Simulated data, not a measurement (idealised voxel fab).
This section sets out a process module, namely voxel air gaps.
Each square cell in cross-section cut measures 5 nm, and the section as a whole is 285 nm wide.
Cross-section layout: square cells on a grid; listed as bands, top to bottom; a band spans one or more cell rows.
What a band's entry tells you: where the top is and where the bottom is, as heights in nm, and after that what lies inside, material by material from left to right, each with its width in nm. Empty space is written as the word "blank", and a single material marked with the word "full width" occupies the band from edge to edge.
Heights are measured from 0, the level below which the as-received wafer is all one material; the lowest band has no bottom and continues downward, written as in "top 0, no bottom".
Width "30 to 40": first value at the band's top row of cells, second value at its bottom row, equal change from row to row.
Basically "identical to before" means that step didn't change any cell in the cross-section.
"Fully sealed voids": sealed empty spaces, 8 cells or more, no open way to top, listed width x height at distance, with distance from the left edge and width, height and distance in nm.
It should be noted that, on the line of a given step, the content following the step's settings is a remark produced by the simulator itself with respect to that step.
If you see "overlay nm" on a step's line and that step has a mask, it's telling you how far right of where it was planned the mask ended up; a negative number means it went left instead.

[This section lists the process steps that were planned]
| 1 | RECEIVE with material Si |
| 2 | CONFORMAL_DEP with material SiO2, thk nm 15 |
| 3 | CONFORMAL_DEP with material SiN, thk nm 5 |
| 4 | DIRECTIONAL_DEP with material lowk, thk nm 30 |
| 5 | MASKED_ETCH with tone open, mask id LINES, width nm 15, pitch nm 50, etch materials lowk, depth nm 30, overlay nm 0 |
| 6 | CONFORMAL_DEP with material TiN, thk nm 5 |
| 7 | FILL_DEP with material Cu, thk nm 10 |
| 8 | CMP with height nm 50 |
| 9 | EPI with material Ru, thk nm 10 |
| 10 | SELECTIVE_ETCH with etch materials lowk, depth nm 40 |
| 11 | CONFORMAL_DEP with material SiCN, thk nm 5 |
Don't read the plan's width nm for step 5 as applying to every wafer: that's the first wafer's value, and the wafers differ in it, though they all start identical.

[Incoming state of the first of several wafers in cross-section: after step 1]
  top 0, no bottom: Si full width
  Fully sealed voids: none

[Here's the first of several wafers in cross-section, end of the module, after the last step, step 11]
  top 65, bottom 60: blank: 45  SiCN: 45  blank: 5  SiCN: 45  blank: 5  SiCN: 45  blank: 5  SiCN: 45  blank: 45
  top 60, bottom 50: blank: 45  SiCN: 5  Ru: 35  SiCN: 5  blank: 5  SiCN: 5  Ru: 35  SiCN: 5  blank: 5  SiCN: 5  Ru: 35  SiCN: 5  blank: 5  SiCN: 5  Ru: 35  SiCN: 5  blank: 45
  top 50, bottom 45: blank: 45  SiCN: 15  TiN: 5  Cu: 5  TiN: 5  SiCN: 15  blank: 5  SiCN: 15  TiN: 5  Cu: 5  TiN: 5  SiCN: 15  blank: 5  SiCN: 15  TiN: 5  Cu: 5  TiN: 5  SiCN: 15  blank: 5  SiCN: 15  TiN: 5  Cu: 5  TiN: 5  SiCN: 15  blank: 45
  top 45, bottom 25: blank: 55  SiCN: 5  TiN: 5  Cu: 5  TiN: 5  SiCN: 5  blank: 25  SiCN: 5  TiN: 5  Cu: 5  TiN: 5  SiCN: 5  blank: 25  SiCN: 5  TiN: 5  Cu: 5  TiN: 5  SiCN: 5  blank: 25  SiCN: 5  TiN: 5  Cu: 5  TiN: 5  SiCN: 5  blank: 55
  top 25, bottom 20: SiCN: 60  TiN: 15  SiCN: 35  TiN: 15  SiCN: 35  TiN: 15  SiCN: 35  TiN: 15  SiCN: 60
  top 20, bottom 15: SiN full width
  top 15, bottom 0: SiO2 full width
  top 0, no bottom: Si full width
  Fully sealed voids: none

[End of module: cross-section, last of several wafers]
  top 65, bottom 60: blank: 35  SiCN: 215  blank: 35
  top 60, bottom 50: blank: 35  SiCN: 5  Ru: 205  SiCN: 5  blank: 35
  top 50, bottom 45: blank: 35  SiCN: 15  TiN: 5  Cu: 25  TiN: 5  lowk: 15  TiN: 5  Cu: 25  TiN: 5  lowk: 15  TiN: 5  Cu: 25  TiN: 5  lowk: 15  TiN: 5  Cu: 25  TiN: 5  SiCN: 15  blank: 35
  top 45, bottom 25: blank: 45  SiCN: 5  TiN: 5  Cu: 25  TiN: 5  lowk: 15  TiN: 5  Cu: 25  TiN: 5  lowk: 15  TiN: 5  Cu: 25  TiN: 5  lowk: 15  TiN: 5  Cu: 25  TiN: 5  SiCN: 5  blank: 45
  top 25, bottom 20: SiCN: 50  TiN: 35  lowk: 15  TiN: 35  lowk: 15  TiN: 35  lowk: 15  TiN: 35  SiCN: 50
  top 20, bottom 15: SiN full width
  top 15, bottom 0: SiO2 full width
  top 0, no bottom: Si full width
  Fully sealed voids: none

[Table: wafers, a row each; end-of-module cell change per material since receipt, gain (+), loss (-); then closed voids]
width nm 15; +20 Cu; +56 Ru; +153 SiCN; +57 SiN; +171 SiO2; +52 TiN; Fully sealed voids: none
width nm 20; +40 Cu; +64 Ru; +153 SiCN; +57 SiN; +171 SiO2; +56 TiN; Fully sealed voids: 20 x 20 at 80; 20 x 20 at 130; 20 x 20 at 180
width nm 25; +60 Cu; +72 Ru; +141 SiCN; +57 SiN; +171 SiO2; +60 TiN; Fully sealed voids: 15 x 20 at 85; 15 x 20 at 135; 15 x 20 at 185
width nm 30; +80 Cu; +80 Ru; +81 SiCN; +57 SiN; +171 SiO2; +64 TiN; +72 lowk; Fully sealed voids: none
width nm 35; +100 Cu; +82 Ru; +81 SiCN; +57 SiN; +171 SiO2; +68 TiN; +54 lowk; Fully sealed voids: none
